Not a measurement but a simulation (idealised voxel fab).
Documented hereafter: the process module known as voxel air gaps.
Section shown: cut. Width: 275 nm. Cell size: 5 nm, square.
Throughout this document, each cross-section is represented as a grid of square cells and is presented as a sequence of bands enumerated from the top downward, where a band comprises one or more rows of cells. Band: top and bottom heights (nm) first, top before bottom; then materials from left to right, widths in nm. "everywhere" marks a sole material filling the band edge to edge. "empty" denotes empty space. Height is counted from the level 0, under which the received wafer is composed throughout of one material. The lowest of the bands is not closed at the bottom but continues downward, in the notation "0..down". With a width like "30..40", each row of cells in the band differs from the next by the same amount, the top row carrying the first number and the bottom row the second. "no change", as given for a step, is the statement that not any cell of the cross-section underwent a change during that step. "Closed internal cavities": empty spaces of 8 cells or more with no open way to the top, each given as width x height at distance, distance from the left edge, all in nm. Past the settings on a step's line: simulator remark, on that step. overlay nm: mask offset rightward from planned place, masked step; negative means leftward offset.

plan:
step 1: RECEIVE, material Si
step 2: CONFORMAL_DEP, material SiO2, thk nm 10
step 3: CONFORMAL_DEP, material SiCN, thk nm 5
step 4: DIRECTIONAL_DEP, material SiO2, thk nm 35
step 5: PATTERN, tone open, mask id LINES, material resist, width nm 20, pitch nm 50, thk nm 20, overlay nm 0
step 6: DIRECTIONAL_ETCH, etch materials SiO2, depth nm 35
step 7: STRIP, etch materials resist
step 8: CONFORMAL_DEP, material TiN, thk nm 5
step 9: FILL_DEP, material Cu, thk nm 10
step 10: CMP, height nm 50
step 11: EPI, material Ru, thk nm 10
step 12: SELECTIVE_ETCH, etch materials SiO2, depth nm 45
step 13: CONFORMAL_DEP, material SiCN, thk nm 5

Wafer at receipt (post step 1), cross-section:
  0..down = Si everywhere
  Closed internal cavities: none

What the wafer looks like in cross-section after this module, when it starts as shown above and follows the plan above but one mistake is made in running it:
  65..60 = 60 empty  150 SiCN  65 empty
  60..50 = 60 empty  5 SiCN  40 Ru  10 SiCN  40 Ru  10 SiCN  40 Ru  5 SiCN  65 empty
  50..45 = 60 empty  15 SiCN  5 TiN  10 Cu  5 TiN  30 SiCN  5 TiN  10 Cu  5 TiN  30 SiCN  5 TiN  10 Cu  5 TiN  15 SiCN  65 empty
  45..20 = 70 empty  5 SiCN  5 TiN  10 Cu  5 TiN  5 SiCN  20 empty  5 SiCN  5 TiN  10 Cu  5 TiN  5 SiCN  20 empty  5 SiCN  5 TiN  10 Cu  5 TiN  5 SiCN  75 empty
  20..15 = 75 SiCN  20 TiN  30 SiCN  20 TiN  30 SiCN  20 TiN  80 SiCN
  15..10 = SiCN everywhere
  10..0 = Ru everywhere
  0..down = Si everywhere
  Closed internal cavities: 20 x 25 at 100; 20 x 25 at 150
What went wrong in running the wafer? off-plan run, step 2, actual operation and settings CONFORMAL_DEP, material Ru, thk nm 10
